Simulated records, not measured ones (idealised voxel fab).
Process module in this document: voxel fin reveal
Cross-section cut: width 235 nm, square cells of 5 nm.
Heads up, the way a cross-section reads in here is a grid of square cells, handed over as bands from the top down, with every band being one or more rows of cells.
Within each band entry, the heights of the top and of the bottom of the band appear first, in that order and in nm; the materials of the band then follow from left to right, each with its corresponding width in nm. The designation "all across" on a single material indicates that it fills the band from edge to edge; the designation "blank" indicates empty space.
Counting heights begins at 0, where everything beneath is, in the wafer as received, one material. The lowest band has no bottom; it goes on downwards, as "0 and below" shows.
Top row gets the first number, bottom row gets the second, and each row in between changes by the same step: that is how a band width like "30->40" works.
Where a step carries "stayed the same", the cross-section came out of it unchanged, cell for cell.
"Unvented voids" - sealed voids, min. 8 cells, no opening to top; format: width x height at distance (distance from left edge; nm throughout).
The remark found on a step's line after its settings is issued by the simulator itself and pertains to that step.
The "overlay nm" setting may appear on a step's line; for a step that uses a mask, it gives how far to the right of its planned position the mask lay, and a negative value indicates the left.
These are the steps we planned for the process:
1 RECEIVE with material Si
2 CONFORMAL_DEP with material SiN, thk nm 5
3 PATTERN with tone cover, mask id FINS, material resist, width nm 15, pitch nm 40, thk nm 20, overlay nm 0
4 DIRECTIONAL_ETCH with etch materials SiN, depth nm 5
5 DIRECTIONAL_ETCH with etch materials Si, depth nm 35
6 STRIP with etch materials resist
7 OXIDIZE with depth nm 5
8 FILL_DEP with material SiO2, thk nm 5
9 CMP with height nm 5
10 SELECTIVE_ETCH with etch materials SiO2, depth nm 15
11 STRIP with etch materials SiN
12 CONFORMAL_DEP with material SiO2, thk nm 5
On the first of the two wafers: run conducted according to plan:
As-received wafer cross-section (after step 1):
* 0 and below: Si all across
* Unvented voids: none
The following cross-section depicts the wafer upon completion of step 2:
* 5 down to 0: SiN all across
* Below 0, the layers are the same as they were.
The following cross-section depicts the wafer upon completion of step 3:
* 25 down to 5: 50 nm blank; 15 nm resist; 25 nm blank; 15 nm resist; 25 nm blank; 15 nm resist; 25 nm blank; 15 nm resist; 50 nm blank
* Below 5, the layers are the same as they were.
The following cross-section depicts the wafer upon completion of step 4:
* 25 down to 5: 50 nm blank; 15 nm resist; 25 nm blank; 15 nm resist; 25 nm blank; 15 nm resist; 25 nm blank; 15 nm resist; 50 nm blank
* 5 down to 0: 50 nm blank; 15 nm SiN; 25 nm blank; 15 nm SiN; 25 nm blank; 15 nm SiN; 25 nm blank; 15 nm SiN; 50 nm blank
* Below 0, the layers are the same as they were.
The following cross-section depicts the wafer upon completion of step 5:
* 25 down to 5: 50 nm blank; 15 nm resist; 25 nm blank; 15 nm resist; 25 nm blank; 15 nm resist; 25 nm blank; 15 nm resist; 50 nm blank
* 5 down to 0: 50 nm blank; 15 nm SiN; 25 nm blank; 15 nm SiN; 25 nm blank; 15 nm SiN; 25 nm blank; 15 nm SiN; 50 nm blank
* 0 down to -35: 50 nm blank; 15 nm Si; 25 nm blank; 15 nm Si; 25 nm blank; 15 nm Si; 25 nm blank; 15 nm Si; 50 nm blank
* Below -35, the layers are the same as they were.
The following cross-section depicts the wafer upon completion of step 6:
* 5 down to 0: 50 nm blank; 15 nm SiN; 25 nm blank; 15 nm SiN; 25 nm blank; 15 nm SiN; 25 nm blank; 15 nm SiN; 50 nm blank
* Below 0, the layers are the same as they were.
The following cross-section depicts the wafer upon completion of step 7:
* 5 down to 0: 50 nm blank; 15 nm SiN; 25 nm blank; 15 nm SiN; 25 nm blank; 15 nm SiN; 25 nm blank; 15 nm SiN; 50 nm blank
* 0 down to -35: 50 nm blank; 5 nm SiO2; 5 nm Si; 5 nm SiO2; 25 nm blank; 5 nm SiO2; 5 nm Si; 5 nm SiO2; 25 nm blank; 5 nm SiO2; 5 nm Si; 5 nm SiO2; 25 nm blank; 5 nm SiO2; 5 nm Si; 5 nm SiO2; 50 nm blank
* -35 down to -40: 55 nm SiO2; 5 nm Si; 35 nm SiO2; 5 nm Si; 35 nm SiO2; 5 nm Si; 35 nm SiO2; 5 nm Si; 55 nm SiO2
* Below -40, the layers are the same as they were.
The following cross-section depicts the wafer upon completion of step 8:
* 10 down to 5: SiO2 all across
* 5 down to 0: 50 nm SiO2; 15 nm SiN; 25 nm SiO2; 15 nm SiN; 25 nm SiO2; 15 nm SiN; 25 nm SiO2; 15 nm SiN; 50 nm SiO2
* 0 down to -40: 55 nm SiO2; 5 nm Si; 35 nm SiO2; 5 nm Si; 35 nm SiO2; 5 nm Si; 35 nm SiO2; 5 nm Si; 55 nm SiO2
* Below -40, the layers are the same as they were.
The following cross-section depicts the wafer upon completion of step 9:
* 5 down to 0: 50 nm SiO2; 15 nm SiN; 25 nm SiO2; 15 nm SiN; 25 nm SiO2; 15 nm SiN; 25 nm SiO2; 15 nm SiN; 50 nm SiO2
* Below 0, the layers are the same as they were.
The following cross-section depicts the wafer upon completion of step 10:
* 5 down to 0: 50 nm blank; 15 nm SiN; 25 nm blank; 15 nm SiN; 25 nm blank; 15 nm SiN; 25 nm blank; 15 nm SiN; 50 nm blank
* 0 down to -10: 55 nm blank; 5 nm Si; 35 nm blank; 5 nm Si; 35 nm blank; 5 nm Si; 35 nm blank; 5 nm Si; 55 nm blank
* Below -10, the layers are the same as they were.
The following cross-section depicts the wafer upon completion of step 11:
* 0 down to -10: 55 nm blank; 5 nm Si; 35 nm blank; 5 nm Si; 35 nm blank; 5 nm Si; 35 nm blank; 5 nm Si; 55 nm blank
* Below -10, the layers are the same as they were.
The following cross-section depicts the wafer upon completion of step 12:
* 5 down to 0: 50 nm blank; 15 nm SiO2; 25 nm blank; 15 nm SiO2; 25 nm blank; 15 nm SiO2; 25 nm blank; 15 nm SiO2; 50 nm blank
* 0 down to -5: 50 nm blank; 5 nm SiO2; 5 nm Si; 5 nm SiO2; 25 nm blank; 5 nm SiO2; 5 nm Si; 5 nm SiO2; 25 nm blank; 5 nm SiO2; 5 nm Si; 5 nm SiO2; 25 nm blank; 5 nm SiO2; 5 nm Si; 5 nm SiO2; 50 nm blank
* -5 down to -40: 55 nm SiO2; 5 nm Si; 35 nm SiO2; 5 nm Si; 35 nm SiO2; 5 nm Si; 35 nm SiO2; 5 nm Si; 55 nm SiO2
* Below -40, the layers are the same as they were.
It is to be noted that the second wafer proceeded from the same initial state and according to the same plan as the first, although one mistake was committed in its execution; through step 9, inclusive, the two wafers share an identical history:
Cross-section of the second wafer when, according to plan, step 10 should have finished:
* 5 down to 0: 50 nm SiO2; 15 nm blank; 25 nm SiO2; 15 nm blank; 25 nm SiO2; 15 nm blank; 25 nm SiO2; 15 nm blank; 50 nm SiO2
* Below 0, the layers are the same as they were.
Cross-section of the second wafer when, according to plan, step 11 should have finished:
* 0 down to -10: 55 nm blank; 5 nm Si; 35 nm blank; 5 nm Si; 35 nm blank; 5 nm Si; 35 nm blank; 5 nm Si; 55 nm blank
* -10 down to -15: 35 nm SiO2; 20 nm blank; 5 nm Si; 35 nm blank; 5 nm Si; 35 nm blank; 5 nm Si; 35 nm blank; 5 nm Si; 20 nm blank; 35 nm SiO2
* Below -15, the layers are the same as they were.
Cross-section of the second wafer when, according to plan, step 12 should have finished:
* 5 down to 0: 50 nm blank; 15 nm SiO2; 25 nm blank; 15 nm SiO2; 25 nm blank; 15 nm SiO2; 25 nm blank; 15 nm SiO2; 50 nm blank
* 0 down to -5: 50 nm blank; 5 nm SiO2; 5 nm Si; 5 nm SiO2; 25 nm blank; 5 nm SiO2; 5 nm Si; 5 nm SiO2; 25 nm blank; 5 nm SiO2; 5 nm Si; 5 nm SiO2; 25 nm blank; 5 nm SiO2; 5 nm Si; 5 nm SiO2; 50 nm blank
* -5 down to -10: 40 nm SiO2; 10 nm blank; 5 nm SiO2; 5 nm Si; 5 nm SiO2; 25 nm blank; 5 nm SiO2; 5 nm Si; 5 nm SiO2; 25 nm blank; 5 nm SiO2; 5 nm Si; 5 nm SiO2; 25 nm blank; 5 nm SiO2; 5 nm Si; 5 nm SiO2; 10 nm blank; 40 nm SiO2
* -10 down to -40: 55 nm SiO2; 5 nm Si; 35 nm SiO2; 5 nm Si; 35 nm SiO2; 5 nm Si; 35 nm SiO2; 5 nm Si; 55 nm SiO2
* Below -40, the layers are the same as they were.
So what did we get wrong on this run? plan vs actual: 10 and 11 interchanged
End of process, cell counts, second wafer against first, materials with more or fewer: SiO2 -19
